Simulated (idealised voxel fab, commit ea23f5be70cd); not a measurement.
You're looking at the process module voxel spacer lines.
cross-section cut | 250 nm wide | cells 5 nm
Format of a cross-section: grid, square cells. Given as bands. Order: top down. Band: one or more rows of cells.
Quick guide to a band line: top height, bottom height (nm) up front; then every material left to right with its width in nm. Only one material and it's marked "all across"? Then it fills the band edge to edge. And "blank" just means empty space.
Height datum 0, below which the as-received substrate wafer is one material. Lowest band open at the bottom, running downward: "0 nm and below".
Per-row width for "30..40": begins at first number (top row of band), ends at second number (bottom row), increment between rows held constant.
Given "nothing altered" for a step, no cell of the cross-section differs between before and after that step.
Each empty space that has no open way to the top and spans at least 8 cells appears under "Sealed void listing" as width x height at distance, the distance counted from the left edge, all in nm.
On a step's line, text after the settings is the simulator commenting on that step.
You can add "overlay nm" to a step's line. For a step with a mask, it describes how far the mask lay to the right of its planned position, and a negative number describes a lay to the left.
Layout of what follows: cross-section pairs, each bracketing one process step, the after cross-section shown only to the lowest band that changed, the step between and its settings noted under each pair. Pairs may originate in different runs of this module on the same starting wafer; a pair continues from the pair above only where its entry headed "Before the process" says so.
**Before the process**
- 0 nm and below = Si all across
- Sealed void listing: none
**Resulting Cross-Section**
- 10 nm to 0 nm = Al2O3 all across
- Everything under 0 stays put, no change at all.
- Sealed void listing: none
Process step separating the two views above: CONFORMAL_DEP with material Al2O3, thk nm 10
Before the process: starting point is the after cross-section of the pair just above.
**Resulting Cross-Section**
- 20 nm to 10 nm = TiN all across
- Everything under 10 stays put, no change at all.
- Sealed void listing: none
Process step separating the two views above: DIRECTIONAL_DEP with material TiN, thk nm 10
Before the process: starting point is the after cross-section of the pair just above.
**Resulting Cross-Section**
- 40 nm to 20 nm = aC all across
- Everything under 20 stays put, no change at all.
- Sealed void listing: none
Process step separating the two views above: DIRECTIONAL_DEP with material aC, thk nm 20
Before the process: starting point is the after cross-section of the pair just above.
**Resulting Cross-Section**
- 70 nm to 40 nm = blank (55)  resist (20)  blank (40)  resist (20)  blank (40)  resist (20)  blank (55)
- Everything under 40 stays put, no change at all.
- Sealed void listing: none
Process step separating the two views above: PATTERN with tone cover, mask id MANDREL, material resist, width nm 20, pitch nm 60, thk nm 30, overlay nm 0
Before the process: starting point is the after cross-section of the pair just above.
**Resulting Cross-Section**
- 50 nm to 40 nm = blank (55)  resist (20)  blank (40)  resist (20)  blank (40)  resist (20)  blank (55)
- 40 nm to 20 nm = blank (55)  aC (20)  blank (40)  aC (20)  blank (40)  aC (20)  blank (55)
- Everything under 20 stays put, no change at all.
- Sealed void listing: none
Process step separating the two views above: DIRECTIONAL_ETCH with etch materials aC, depth nm 20
Before the process: starting point is the after cross-section of the pair just above.
**Resulting Cross-Section**
- 40 nm to 20 nm = blank (55)  aC (20)  blank (40)  aC (20)  blank (40)  aC (20)  blank (55)
- Everything under 20 stays put, no change at all.
- Sealed void listing: none
Process step separating the two views above: STRIP with etch materials resist
Before the process: starting point is the after cross-section of the pair just above.
**Resulting Cross-Section**
- 50 nm to 40 nm = blank (45)  SiO2 (40)  blank (20)  SiO2 (40)  blank (20)  SiO2 (40)  blank (45)
- 40 nm to 30 nm = blank (45)  SiO2 (10)  aC (20)  SiO2 (10)  blank (20)  SiO2 (10)  aC (20)  SiO2 (10)  blank (20)  SiO2 (10)  aC (20)  SiO2 (10)  blank (45)
- 30 nm to 20 nm = SiO2 (55)  aC (20)  SiO2 (40)  aC (20)  SiO2 (40)  aC (20)  SiO2 (55)
- Everything under 20 stays put, no change at all.
- Sealed void listing: none
Process step separating the two views above: CONFORMAL_DEP with material SiO2, thk nm 10
Before the process: starting point is the after cross-section of the pair just above.
**Resulting Cross-Section**
- 40 nm to 20 nm = blank (45)  SiO2 (10)  aC (20)  SiO2 (10)  blank (20)  SiO2 (10)  aC (20)  SiO2 (10)  blank (20)  SiO2 (10)  aC (20)  SiO2 (10)  blank (45)
- Everything under 20 stays put, no change at all.
- Sealed void listing: none
Process step separating the two views above: DIRECTIONAL_ETCH with etch materials SiO2, depth nm 10
Before the process: starting point is the after cross-section of the pair just above.
**Resulting Cross-Section**
- 40 nm to 20 nm = blank (45)  SiO2 (10)  blank (20)  SiO2 (10)  blank (20)  SiO2 (10)  blank (20)  SiO2 (10)  blank (20)  SiO2 (10)  blank (20)  SiO2 (10)  blank (45)
- Everything under 20 stays put, no change at all.
- Sealed void listing: none
Process step separating the two views above: STRIP with etch materials aC
Before the process: starting point is the after cross-section of the pair just above.
**Resulting Cross-Section**
- 40 nm to 20 nm = blank (45)  SiO2 (10)  blank (20)  SiO2 (10)  blank (20)  SiO2 (10)  blank (20)  SiO2 (10)  blank (20)  SiO2 (10)  blank (20)  SiO2 (10)  blank (45)
- 20 nm to 10 nm = blank (45)  TiN (10)  blank (20)  TiN (10)  blank (20)  TiN (10)  blank (20)  TiN (10)  blank (20)  TiN (10)  blank (20)  TiN (10)  blank (45)
- Everything under 10 stays put, no change at all.
- Sealed void listing: none
Process step separating the two views above: DIRECTIONAL_ETCH with etch materials TiN, depth nm 10
Before the process: starting point is the after cross-section of the pair just above.
**Resulting Cross-Section**
- 20 nm to 10 nm = blank (45)  TiN (10)  blank (20)  TiN (10)  blank (20)  TiN (10)  blank (20)  TiN (10)  blank (20)  TiN (10)  blank (20)  TiN (10)  blank (45)
- Everything under 10 stays put, no change at all.
- Sealed void listing: none
Process step separating the two views above: STRIP with etch materials SiO2
Before the process: starting point is the after cross-section of the pair just above.
**Resulting Cross-Section**
- 25 nm to 20 nm = SiO2 all across
- 20 nm to 10 nm = SiO2 (45)  TiN (10)  SiO2 (20)  TiN (10)  SiO2 (20)  TiN (10)  SiO2 (20)  TiN (10)  SiO2 (20)  TiN (10)  SiO2 (20)  TiN (10)  SiO2 (45)
- Everything under 10 stays put, no change at all.
- Sealed void listing: none
Process step separating the two views above: FILL_DEP with material SiO2, thk nm 5
Before the process: starting point is the after cross-section of the pair just above.
**Resulting Cross-Section**
- 20 nm to 10 nm = SiO2 (45)  TiN (10)  SiO2 (20)  TiN (10)  SiO2 (20)  TiN (10)  SiO2 (20)  TiN (10)  SiO2 (20)  TiN (10)  SiO2 (20)  TiN (10)  SiO2 (45)
- Everything under 10 stays put, no change at all.
- Sealed void listing: none
Process step separating the two views above: CMP with height nm 20
**Before the process**
- 50 nm to 40 nm = blank (55)  resist (20)  blank (40)  resist (20)  blank (40)  resist (20)  blank (55)
- 40 nm to 20 nm = blank (55)  aC (20)  blank (40)  aC (20)  blank (40)  aC (20)  blank (55)
- 20 nm to 10 nm = TiN all across
- 10 nm to 0 nm = Al2O3 all across
- 0 nm and below = Si all across
- Sealed void listing: none
**Resulting Cross-Section**
- 60 nm to 50 nm = blank (45)  SiO2 (40)  blank (20)  SiO2 (40)  blank (20)  SiO2 (40)  blank (45)
- 50 nm to 40 nm = blank (45)  SiO2 (10)  resist (20)  SiO2 (10)  blank (20)  SiO2 (10)  resist (20)  SiO2 (10)  blank (20)  SiO2 (10)  resist (20)  SiO2 (10)  blank (45)
- 40 nm to 30 nm = blank (45)  SiO2 (10)  aC (20)  SiO2 (10)  blank (20)  SiO2 (10)  aC (20)  SiO2 (10)  blank (20)  SiO2 (10)  aC (20)  SiO2 (10)  blank (45)
- 30 nm to 20 nm = SiO2 (55)  aC (20)  SiO2 (40)  aC (20)  SiO2 (40)  aC (20)  SiO2 (55)
- Everything under 20 stays put, no change at all.
- Sealed void listing: none
Process step separating the two views above: CONFORMAL_DEP with material SiO2, thk nm 10
Before the process: starting point is the after cross-section of the pair just above.
**Resulting Cross-Section**
- 50 nm to 40 nm = blank (45)  SiO2 (10)  resist (20)  SiO2 (10)  blank (20)  SiO2 (10)  resist (20)  SiO2 (10)  blank (20)  SiO2 (10)  resist (20)  SiO2 (10)  blank (45)
- 40 nm to 20 nm = blank (45)  SiO2 (10)  aC (20)  SiO2 (10)  blank (20)  SiO2 (10)  aC (20)  SiO2 (10)  blank (20)  SiO2 (10)  aC (20)  SiO2 (10)  blank (45)
- Everything under 20 stays put, no change at all.
- Sealed void listing: none
Process step separating the two views above: DIRECTIONAL_ETCH with etch materials SiO2, depth nm 10
Before the process: starting point is the after cross-section of the pair just above.
**Resulting Cross-Section**
- 50 nm to 20 nm = blank (45)  SiO2 (10)  blank (20)  SiO2 (10)  blank (20)  SiO2 (10)  blank (20)  SiO2 (10)  blank (20)  SiO2 (10)  blank (20)  SiO2 (10)  blank (45)
- Everything under 20 stays put, no change at all.
- Sealed void listing: none
Process step separating the two views above: STRIP with etch materials aC
Before the process: starting point is the after cross-section of the pair just above.
**Resulting Cross-Section**
- 50 nm to 20 nm = blank (45)  SiO2 (10)  blank (20)  SiO2 (10)  blank (20)  SiO2 (10)  blank (20)  SiO2 (10)  blank (20)  SiO2 (10)  blank (20)  SiO2 (10)  blank (45)
- 20 nm to 10 nm = blank (45)  TiN (10)  blank (20)  TiN (10)  blank (20)  TiN (10)  blank (20)  TiN (10)  blank (20)  TiN (10)  blank (20)  TiN (10)  blank (45)
- Everything under 10 stays put, no change at all.
- Sealed void listing: none
Process step separating the two views above: DIRECTIONAL_ETCH with etch materials TiN, depth nm 10
Before the process: starting point is the after cross-section of the pair just above.
**Resulting Cross-Section**
- 20 nm to 10 nm = blank (45)  TiN (10)  blank (20)  TiN (10)  blank (20)  TiN (10)  blank (20)  TiN (10)  blank (20)  TiN (10)  blank (20)  TiN (10)  blank (45)
- Everything under 10 stays put, no change at all.
- Sealed void listing: none
Process step separating the two views above: STRIP with etch materials SiO2
**Before the process**
- 0 nm and below = Si all across
- Sealed void listing: none
**Resulting Cross-Section**
- 10 nm to 0 nm = TiN all across
- Everything under 0 stays put, no change at all.
- Sealed void listing: none
Process step separating the two views above: DIRECTIONAL_DEP with material TiN, thk nm 10
Before the process: starting point is the after cross-section of the pair just above.
**Resulting Cross-Section**
- 20 nm to 10 nm = Al2O3 all across
- Everything under 10 stays put, no change at all.
- Sealed void listing: none
Process step separating the two views above: CONFORMAL_DEP with material Al2O3, thk nm 10
Before the process: starting point is the after cross-section of the pair just above.
**Resulting Cross-Section**
- 40 nm to 20 nm = aC all across
- Everything under 20 stays put, no change at all.
- Sealed void listing: none
Process step separating the two views above: DIRECTIONAL_DEP with material aC, thk nm 20
Before the process: starting point is the after cross-section of the pair just above.
**Resulting Cross-Section**
- 70 nm to 40 nm = blank (55)  resist (20)  blank (40)  resist (20)  blank (40)  resist (20)  blank (55)
- Everything under 40 stays put, no change at all.
- Sealed void listing: none
Process step separating the two views above: PATTERN with tone cover, mask id MANDREL, material resist, width nm 20, pitch nm 60, thk nm 30, overlay nm 0
Before the process: starting point is the after cross-section of the pair just above.
**Resulting Cross-Section**
- 50 nm to 40 nm = blank (55)  resist (20)  blank (40)  resist (20)  blank (40)  resist (20)  blank (55)
- 40 nm to 20 nm = blank (55)  aC (20)  blank (40)  aC (20)  blank (40)  aC (20)  blank (55)
- Everything under 20 stays put, no change at all.
- Sealed void listing: none
Process step separating the two views above: DIRECTIONAL_ETCH with etch materials aC, depth nm 20
Before the process: starting point is the after cross-section of the pair just above.
**Resulting Cross-Section**
- 40 nm to 20 nm = blank (55)  aC (20)  blank (40)  aC (20)  blank (40)  aC (20)  blank (55)
- Everything under 20 stays put, no change at all.
- Sealed void listing: none
Process step separating the two views above: STRIP with etch materials resist
Before the process: starting point is the after cross-section of the pair just above.
**Resulting Cross-Section**
- 50 nm to 40 nm = blank (45)  SiO2 (40)  blank (20)  SiO2 (40)  blank (20)  SiO2 (40)  blank (45)
- 40 nm to 30 nm = blank (45)  SiO2 (10)  aC (20)  SiO2 (10)  blank (20)  SiO2 (10)  aC (20)  SiO2 (10)  blank (20)  SiO2 (10)  aC (20)  SiO2 (10)  blank (45)
- 30 nm to 20 nm = SiO2 (55)  aC (20)  SiO2 (40)  aC (20)  SiO2 (40)  aC (20)  SiO2 (55)
- Everything under 20 stays put, no change at all.
- Sealed void listing: none
Process step separating the two views above: CONFORMAL_DEP with material SiO2, thk nm 10
Before the process: starting point is the after cross-section of the pair just above.
**Resulting Cross-Section**
- 40 nm to 20 nm = blank (45)  SiO2 (10)  aC (20)  SiO2 (10)  blank (20)  SiO2 (10)  aC (20)  SiO2 (10)  blank (20)  SiO2 (10)  aC (20)  SiO2 (10)  blank (45)
- Everything under 20 stays put, no change at all.
- Sealed void listing: none
Process step separating the two views above: DIRECTIONAL_ETCH with etch materials SiO2, depth nm 10
Before the process: starting point is the after cross-section of the pair just above.
**Resulting Cross-Section**
- 40 nm to 20 nm = blank (45)  SiO2 (10)  blank (20)  SiO2 (10)  blank (20)  SiO2 (10)  blank (20)  SiO2 (10)  blank (20)  SiO2 (10)  blank (20)  SiO2 (10)  blank (45)
- Everything under 20 stays put, no change at all.
- Sealed void listing: none
Process step separating the two views above: STRIP with etch materials aC
Before the process: starting point is the after cross-section of the pair just above.
**Resulting Cross-Section**
- 20 nm to 10 nm = Al2O3 all across
- Everything under 10 stays put, no change at all.
- Sealed void listing: none
Process step separating the two views above: STRIP with etch materials SiO2
Before the process: starting point is the after cross-section of the pair just above.
**Resulting Cross-Section**
- 25 nm to 20 nm = SiO2 all across
- Everything under 20 stays put, no change at all.
- Sealed void listing: none
Process step separating the two views above: FILL_DEP with material SiO2, thk nm 5
Before the process: starting point is the after cross-section of the pair just above.
**Resulting Cross-Section**
- 20 nm to 10 nm = Al2O3 all across
- Everything under 10 stays put, no change at all.
- Sealed void listing: none
Process step separating the two views above: CMP with height nm 20
**Before the process**
- 0 nm and below = Si all across
- Sealed void listing: none
**Resulting Cross-Section**
- 5 nm to 0 nm = Al2O3 all across
- Everything under 0 stays put, no change at all.
- Sealed void listing: none
Process step separating the two views above: CONFORMAL_DEP with material Al2O3, thk nm 5
Before the process: starting point is the after cross-section of the pair just above.
**Resulting Cross-Section**
- 15 nm to 5 nm = TiN all across
- Everything under 5 stays put, no change at all.
- Sealed void listing: none
Process step separating the two views above: DIRECTIONAL_DEP with material TiN, thk nm 10
Before the process: starting point is the after cross-section of the pair just above.
**Resulting Cross-Section**
- 35 nm to 15 nm = aC all across
- Everything under 15 stays put, no change at all.
- Sealed void listing: none
Process step separating the two views above: DIRECTIONAL_DEP with material aC, thk nm 20
Before the process: starting point is the after cross-section of the pair just above.
**Resulting Cross-Section**
- 65 nm to 35 nm = blank (55)  resist (20)  blank (40)  resist (20)  blank (40)  resist (20)  blank (55)
- Everything under 35 stays put, no change at all.
- Sealed void listing: none
Process step separating the two views above: PATTERN with tone cover, mask id MANDREL, material resist, width nm 20, pitch nm 60, thk nm 30, overlay nm 0
Before the process: starting point is the after cross-section of the pair just above.
**Resulting Cross-Section**
- 45 nm to 35 nm = blank (55)  resist (20)  blank (40)  resist (20)  blank (40)  resist (20)  blank (55)
- 35 nm to 15 nm = blank (55)  aC (20)  blank (40)  aC (20)  blank (40)  aC (20)  blank (55)
- Everything under 15 stays put, no change at all.
- Sealed void listing: none
Process step separating the two views above: DIRECTIONAL_ETCH with etch materials aC, depth nm 20
Before the process: starting point is the after cross-section of the pair just above.
**Resulting Cross-Section**
- 35 nm to 15 nm = blank (55)  aC (20)  blank (40)  aC (20)  blank (40)  aC (20)  blank (55)
- Everything under 15 stays put, no change at all.
- Sealed void listing: none
Process step separating the two views above: STRIP with etch materials resist
Before the process: starting point is the after cross-section of the pair just above.
**Resulting Cross-Section**
- 45 nm to 35 nm = blank (45)  SiO2 (40)  blank (20)  SiO2 (40)  blank (20)  SiO2 (40)  blank (45)
- 35 nm to 25 nm = blank (45)  SiO2 (10)  aC (20)  SiO2 (10)  blank (20)  SiO2 (10)  aC (20)  SiO2 (10)  blank (20)  SiO2 (10)  aC (20)  SiO2 (10)  blank (45)
- 25 nm to 15 nm = SiO2 (55)  aC (20)  SiO2 (40)  aC (20)  SiO2 (40)  aC (20)  SiO2 (55)
- Everything under 15 stays put, no change at all.
- Sealed void listing: none
Process step separating the two views above: CONFORMAL_DEP with material SiO2, thk nm 10
Before the process: starting point is the after cross-section of the pair just above.
**Resulting Cross-Section**
- 35 nm to 15 nm = blank (45)  SiO2 (10)  aC (20)  SiO2 (10)  blank (20)  SiO2 (10)  aC (20)  SiO2 (10)  blank (20)  SiO2 (10)  aC (20)  SiO2 (10)  blank (45)
- Everything under 15 stays put, no change at all.
- Sealed void listing: none
Process step separating the two views above: DIRECTIONAL_ETCH with etch materials SiO2, depth nm 10
Before the process: starting point is the after cross-section of the pair just above.
**Resulting Cross-Section**
- 35 nm to 15 nm = blank (45)  SiO2 (10)  blank (20)  SiO2 (10)  blank (20)  SiO2 (10)  blank (20)  SiO2 (10)  blank (20)  SiO2 (10)  blank (20)  SiO2 (10)  blank (45)
- Everything under 15 stays put, no change at all.
- Sealed void listing: none
Process step separating the two views above: STRIP with etch materials aC
Before the process: starting point is the after cross-section of the pair just above.
**Resulting Cross-Section**
- 35 nm to 15 nm = blank (45)  SiO2 (10)  blank (20)  SiO2 (10)  blank (20)  SiO2 (10)  blank (20)  SiO2 (10)  blank (20)  SiO2 (10)  blank (20)  SiO2 (10)  blank (45)
- 15 nm to 5 nm = blank (45)  TiN (10)  blank (20)  TiN (10)  blank (20)  TiN (10)  blank (20)  TiN (10)  blank (20)  TiN (10)  blank (20)  TiN (10)  blank (45)
- Everything under 5 stays put, no change at all.
- Sealed void listing: none
Process step separating the two views above: DIRECTIONAL_ETCH with etch materials TiN, depth nm 10
Before the process: starting point is the after cross-section of the pair just above.
**Resulting Cross-Section**
- 15 nm to 5 nm = blank (45)  TiN (10)  blank (20)  TiN (10)  blank (20)  TiN (10)  blank (20)  TiN (10)  blank (20)  TiN (10)  blank (20)  TiN (10)  blank (45)
- Everything under 5 stays put, no change at all.
- Sealed void listing: none
Process step separating the two views above: STRIP with etch materials SiO2
Before the process: starting point is the after cross-section of the pair just above.
**Resulting Cross-Section**
- 20 nm to 15 nm = SiO2 all across
- 15 nm to 5 nm = SiO2 (45)  TiN (10)  SiO2 (20)  TiN (10)  SiO2 (20)  TiN (10)  SiO2 (20)  TiN (10)  SiO2 (20)  TiN (10)  SiO2 (20)  TiN (10)  SiO2 (45)
- Everything under 5 stays put, no change at all.
- Sealed void listing: none
Process step separating the two views above: FILL_DEP with material SiO2, thk nm 5
**Before the process**
- 40 nm to 20 nm = aC all across
- 20 nm to 10 nm = TiN all across
- 10 nm to 0 nm = Al2O3 all across
- 0 nm and below = Si all across
- Sealed void listing: none
**Resulting Cross-Section**
- 70 nm to 40 nm = blank (55)  resist (25)  blank (35)  resist (25)  blank (35)  resist (25)  blank (50)
- Everything under 40 stays put, no change at all.
- Sealed void listing: none
Process step separating the two views above: PATTERN with tone cover, mask id MANDREL, material resist, width nm 25, pitch nm 60, thk nm 30, overlay nm 0
Before the process: starting point is the after cross-section of the pair just above.
**Resulting Cross-Section**
- 50 nm to 40 nm = blank (55)  resist (25)  blank (35)  resist (25)  blank (35)  resist (25)  blank (50)
- 40 nm to 20 nm = blank (55)  aC (25)  blank (35)  aC (25)  blank (35)  aC (25)  blank (50)
- Everything under 20 stays put, no change at all.
- Sealed void listing: none
Process step separating the two views above: DIRECTIONAL_ETCH with etch materials aC, depth nm 20
Before the process: starting point is the after cross-section of the pair just above.
**Resulting Cross-Section**
- 40 nm to 20 nm = blank (55)  aC (25)  blank (35)  aC (25)  blank (35)  aC (25)  blank (50)
- Everything under 20 stays put, no change at all.
- Sealed void listing: none
Process step separating the two views above: STRIP with etch materials resist
Before the process: starting point is the after cross-section of the pair just above.
**Resulting Cross-Section**
- 50 nm to 40 nm = blank (45)  SiO2 (45)  blank (15)  SiO2 (45)  blank (15)  SiO2 (45)  blank (40)
- 40 nm to 30 nm = blank (45)  SiO2 (10)  aC (25)  SiO2 (10)  blank (15)  SiO2 (10)  aC (25)  SiO2 (10)  blank (15)  SiO2 (10)  aC (25)  SiO2 (10)  blank (40)
- 30 nm to 20 nm = SiO2 (55)  aC (25)  SiO2 (35)  aC (25)  SiO2 (35)  aC (25)  SiO2 (50)
- Everything under 20 stays put, no change at all.
- Sealed void listing: none
Process step separating the two views above: CONFORMAL_DEP with material SiO2, thk nm 10
Before the process: starting point is the after cross-section of the pair just above.
**Resulting Cross-Section**
- 40 nm to 20 nm = blank (45)  SiO2 (10)  aC (25)  SiO2 (10)  blank (15)  SiO2 (10)  aC (25)  SiO2 (10)  blank (15)  SiO2 (10)  aC (25)  SiO2 (10)  blank (40)
- Everything under 20 stays put, no change at all.
- Sealed void listing: none
Process step separating the two views above: DIRECTIONAL_ETCH with etch materials SiO2, depth nm 10
Before the process: starting point is the after cross-section of the pair just above.
**Resulting Cross-Section**
- 40 nm to 20 nm = blank (45)  SiO2 (10)  blank (25)  SiO2 (10)  blank (15)  SiO2 (10)  blank (25)  SiO2 (10)  blank (15)  SiO2 (10)  blank (25)  SiO2 (10)  blank (40)
- Everything under 20 stays put, no change at all.
- Sealed void listing: none
Process step separating the two views above: STRIP with etch materials aC
Before the process: starting point is the after cross-section of the pair just above.
**Resulting Cross-Section**
- 40 nm to 20 nm = blank (45)  SiO2 (10)  blank (25)  SiO2 (10)  blank (15)  SiO2 (10)  blank (25)  SiO2 (10)  blank (15)  SiO2 (10)  blank (25)  SiO2 (10)  blank (40)
- 20 nm to 10 nm = blank (45)  TiN (10)  blank (25)  TiN (10)  blank (15)  TiN (10)  blank (25)  TiN (10)  blank (15)  TiN (10)  blank (25)  TiN (10)  blank (40)
- Everything under 10 stays put, no change at all.
- Sealed void listing: none
Process step separating the two views above: DIRECTIONAL_ETCH with etch materials TiN, depth nm 10
Before the process: starting point is the after cross-section of the pair just above.
**Resulting Cross-Section**
- 20 nm to 10 nm = blank (45)  TiN (10)  blank (25)  TiN (10)  blank (15)  TiN (10)  blank (25)  TiN (10)  blank (15)  TiN (10)  blank (25)  TiN (10)  blank (40)
- Everything under 10 stays put, no change at all.
- Sealed void listing: none
Process step separating the two views above: STRIP with etch materials SiO2
Before the process: starting point is the after cross-section of the pair just above.
**Resulting Cross-Section**
- 25 nm to 20 nm = SiO2 all across
- 20 nm to 10 nm = SiO2 (45)  TiN (10)  SiO2 (25)  TiN (10)  SiO2 (15)  TiN (10)  SiO2 (25)  TiN (10)  SiO2 (15)  TiN (10)  SiO2 (25)  TiN (10)  SiO2 (40)
- Everything under 10 stays put, no change at all.
- Sealed void listing: none
Process step separating the two views above: FILL_DEP with material SiO2, thk nm 5
Before the process: starting point is the after cross-section of the pair just above.
**Resulting Cross-Section**
- 20 nm to 10 nm = SiO2 (45)  TiN (10)  SiO2 (25)  TiN (10)  SiO2 (15)  TiN (10)  SiO2 (25)  TiN (10)  SiO2 (15)  TiN (10)  SiO2 (25)  TiN (10)  SiO2 (40)
- Everything under 10 stays put, no change at all.
- Sealed void listing: none
Process step separating the two views above: CMP with height nm 20
**Before the process**
- 40 nm to 20 nm = aC all across
- 20 nm to 10 nm = TiN all across
- 10 nm to 0 nm = Al2O3 all across
- 0 nm and below = Si all across
- Sealed void listing: none
**Resulting Cross-Section**
- 70 nm to 40 nm = blank (60)  resist (20)  blank (40)  resist (20)  blank (40)  resist (20)  blank (50)
- Everything under 40 stays put, no change at all.
- Sealed void listing: none
Process step separating the two views above: PATTERN with tone cover, mask id MANDREL, material resist, width nm 20, pitch nm 60, thk nm 30, overlay nm 5
Before the process: starting point is the after cross-section of the pair just above.
**Resulting Cross-Section**
- 50 nm to 40 nm = blank (60)  resist (20)  blank (40)  resist (20)  blank (40)  resist (20)  blank (50)
- 40 nm to 20 nm = blank (60)  aC (20)  blank (40)  aC (20)  blank (40)  aC (20)  blank (50)
- Everything under 20 stays put, no change at all.
- Sealed void listing: none
Process step separating the two views above: DIRECTIONAL_ETCH with etch materials aC, depth nm 20
Before the process: starting point is the after cross-section of the pair just above.
**Resulting Cross-Section**
- 40 nm to 20 nm = blank (60)  aC (20)  blank (40)  aC (20)  blank (40)  aC (20)  blank (50)
- Everything under 20 stays put, no change at all.
- Sealed void listing: none
Process step separating the two views above: STRIP with etch materials resist
Before the process: starting point is the after cross-section of the pair just above.
**Resulting Cross-Section**
- 50 nm to 40 nm = blank (50)  SiO2 (40)  blank (20)  SiO2 (40)  blank (20)  SiO2 (40)  blank (40)
- 40 nm to 30 nm = blank (50)  SiO2 (10)  aC (20)  SiO2 (10)  blank (20)  SiO2 (10)  aC (20)  SiO2 (10)  blank (20)  SiO2 (10)  aC (20)  SiO2 (10)  blank (40)
- 30 nm to 20 nm = SiO2 (60)  aC (20)  SiO2 (40)  aC (20)  SiO2 (40)  aC (20)  SiO2 (50)
- Everything under 20 stays put, no change at all.
- Sealed void listing: none
Process step separating the two views above: CONFORMAL_DEP with material SiO2, thk nm 10
Before the process: starting point is the after cross-section of the pair just above.
**Resulting Cross-Section**
- 40 nm to 20 nm = blank (50)  SiO2 (10)  aC (20)  SiO2 (10)  blank (20)  SiO2 (10)  aC (20)  SiO2 (10)  blank (20)  SiO2 (10)  aC (20)  SiO2 (10)  blank (40)
- Everything under 20 stays put, no change at all.
- Sealed void listing: none
Process step separating the two views above: DIRECTIONAL_ETCH with etch materials SiO2, depth nm 10
Before the process: starting point is the after cross-section of the pair just above.
**Resulting Cross-Section**
- 40 nm to 20 nm = blank (50)  SiO2 (10)  blank (20)  SiO2 (10)  blank (20)  SiO2 (10)  blank (20)  SiO2 (10)  blank (20)  SiO2 (10)  blank (20)  SiO2 (10)  blank (40)
- Everything under 20 stays put, no change at all.
- Sealed void listing: none
Process step separating the two views above: STRIP with etch materials aC
Before the process: starting point is the after cross-section of the pair just above.
**Resulting Cross-Section**
- 40 nm to 20 nm = blank (50)  SiO2 (10)  blank (20)  SiO2 (10)  blank (20)  SiO2 (10)  blank (20)  SiO2 (10)  blank (20)  SiO2 (10)  blank (20)  SiO2 (10)  blank (40)
- 20 nm to 10 nm = blank (50)  TiN (10)  blank (20)  TiN (10)  blank (20)  TiN (10)  blank (20)  TiN (10)  blank (20)  TiN (10)  blank (20)  TiN (10)  blank (40)
- Everything under 10 stays put, no change at all.
- Sealed void listing: none
Process step separating the two views above: DIRECTIONAL_ETCH with etch materials TiN, depth nm 10
Before the process: starting point is the after cross-section of the pair just above.
**Resulting Cross-Section**
- 20 nm to 10 nm = blank (50)  TiN (10)  blank (20)  TiN (10)  blank (20)  TiN (10)  blank (20)  TiN (10)  blank (20)  TiN (10)  blank (20)  TiN (10)  blank (40)
- Everything under 10 stays put, no change at all.
- Sealed void listing: none
Process step separating the two views above: STRIP with etch materials SiO2
Before the process: starting point is the after cross-section of the pair just above.
**Resulting Cross-Section**
- 25 nm to 20 nm = SiO2 all across
- 20 nm to 10 nm = SiO2 (50)  TiN (10)  SiO2 (20)  TiN (10)  SiO2 (20)  TiN (10)  SiO2 (20)  TiN (10)  SiO2 (20)  TiN (10)  SiO2 (20)  TiN (10)  SiO2 (40)
- Everything under 10 stays put, no change at all.
- Sealed void listing: none
Process step separating the two views above: FILL_DEP with material SiO2, thk nm 5
Before the process: starting point is the after cross-section of the pair just above.
**Resulting Cross-Section**
- 20 nm to 10 nm = SiO2 (50)  TiN (10)  SiO2 (20)  TiN (10)  SiO2 (20)  TiN (10)  SiO2 (20)  TiN (10)  SiO2 (20)  TiN (10)  SiO2 (20)  TiN (10)  SiO2 (40)
- Everything under 10 stays put, no change at all.
- Sealed void listing: none
Process step separating the two views above: CMP with height nm 20
**Before the process**
- 20 nm to 10 nm = blank (45)  TiN (10)  blank (20)  TiN (10)  blank (20)  TiN (10)  blank (20)  TiN (10)  blank (20)  TiN (10)  blank (20)  TiN (10)  blank (45)
- 10 nm to 0 nm = Al2O3 all across
- 0 nm and below = Si all across
- Sealed void listing: none
**Resulting Cross-Section**
- 25 nm to 20 nm = aC all across
- 20 nm to 10 nm = aC (45)  TiN (10)  aC (20)  TiN (10)  aC (20)  TiN (10)  aC (20)  TiN (10)  aC (20)  TiN (10)  aC (20)  TiN (10)  aC (45)
- Everything under 10 stays put, no change at all.
- Sealed void listing: none
Process step separating the two views above: FILL_DEP with material aC, thk nm 5
Before the process: starting point is the after cross-section of the pair just above.
**Resulting Cross-Section**
- 20 nm to 10 nm = aC (45)  TiN (10)  aC (20)  TiN (10)  aC (20)  TiN (10)  aC (20)  TiN (10)  aC (20)  TiN (10)  aC (20)  TiN (10)  aC (45)
- Everything under 10 stays put, no change at all.
- Sealed void listing: none
Process step separating the two views above: CMP with height nm 20
